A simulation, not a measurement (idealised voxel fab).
Process module heading - voxel self aligned contacts
The figure presents cross-section cut, which has a width of 215 nm and is divided into square cells with an edge length of 5 nm.
The cross-sections in this document take the form of a grid made of square cells. They are written out as bands, in order from top to bottom. Each band consists of one or more rows of cells. The entry gives the band's vertical extent as a top height and a bottom height in nm, then its horizontal make-up as materials from left to right, each with a width in nm. "empty" stands for empty space; a single material marked "everywhere" fills the band edge to edge. Height is counted from the level 0, under which the received wafer is composed throughout of one material. The lowest of the bands is not closed at the bottom but continues downward, in the notation "z 0 and below". It should be noted that a width expressed as "30->40" varies in equal increments from row to row of cells within the band, taking the value of the first number at the top row and that of the second number at the bottom row. Given "stayed the same" for a step, no cell of the cross-section differs between before and after that step. Any empty space of 8 cells or more lacking an open way to the top shows up in "Entrapped voids" as width x height at distance, distance from the left edge, in nm. Note: text after step settings on the step line = simulator remark on that step. "overlay nm" answers the question of how far to the right of plan the mask lay on a step that has a mask, and when it is negative the answer is to the left.

The planned process steps are enumerated hereunder:
| 1 | RECEIVE: material Si |
| 2 | OXIDIZE: depth nm 5 |
| 3 | DIRECTIONAL_DEP: material polySi, thk nm 25 |
| 4 | DIRECTIONAL_DEP: material SiN, thk nm 25 |
| 5 | MASKED_ETCH: tone cover, mask id GATE, width nm 25, pitch nm 65, etch materials SiN, depth nm 25, overlay nm 0 |
| 6 | MASKED_ETCH: tone cover, mask id GATE, width nm 25, pitch nm 65, etch materials polySi, depth nm 25, overlay nm 0 |
| 7 | CONFORMAL_DEP: material SiN, thk nm 10 |
| 8 | DIRECTIONAL_ETCH: etch materials SiN, depth nm 10 |
| 9 | FILL_DEP: material SiO2, thk nm 15 |
| 10 | CMP: height nm 55 |
| 11 | MASKED_ETCH: tone open, mask id CONTACT, width nm 50, pitch nm 65, etch materials SiO2, depth nm 60, overlay nm 0 |
| 12 | CONFORMAL_DEP: material TiN, thk nm 5 |
| 13 | FILL_DEP: material Ru, thk nm 10 |
| 14 | CMP: height nm 55 |
| 15 | CONFORMAL_DEP: material SiCN, thk nm 5 |
Quick note for whoever runs this: the wafers start identical, but the thk nm at step 15 isn't the same across them. The plan just shows what the first wafer had.

The first of several wafers, as received after step 1, seen in section:
    z 0 and below  Si everywhere
    Entrapped voids: none

Tabulated below, wafer by wafer, are the end-of-module results: for each material, the number of cells gained (+) or lost (-) relative to the as-received state, followed by the closed voids:
thk nm 5; +44 Ru; -43 Si; +43 SiCN; +195 SiN; +138 SiO2; +64 TiN; +75 polySi; Entrapped voids: none
thk nm 10; +44 Ru; -43 Si; +86 SiCN; +195 SiN; +138 SiO2; +64 TiN; +75 polySi; Entrapped voids: none
thk nm 15; +44 Ru; -43 Si; +129 SiCN; +195 SiN; +138 SiO2; +64 TiN; +75 polySi; Entrapped voids: none
thk nm 20; +44 Ru; -43 Si; +172 SiCN; +195 SiN; +138 SiO2; +64 TiN; +75 polySi; Entrapped voids: none
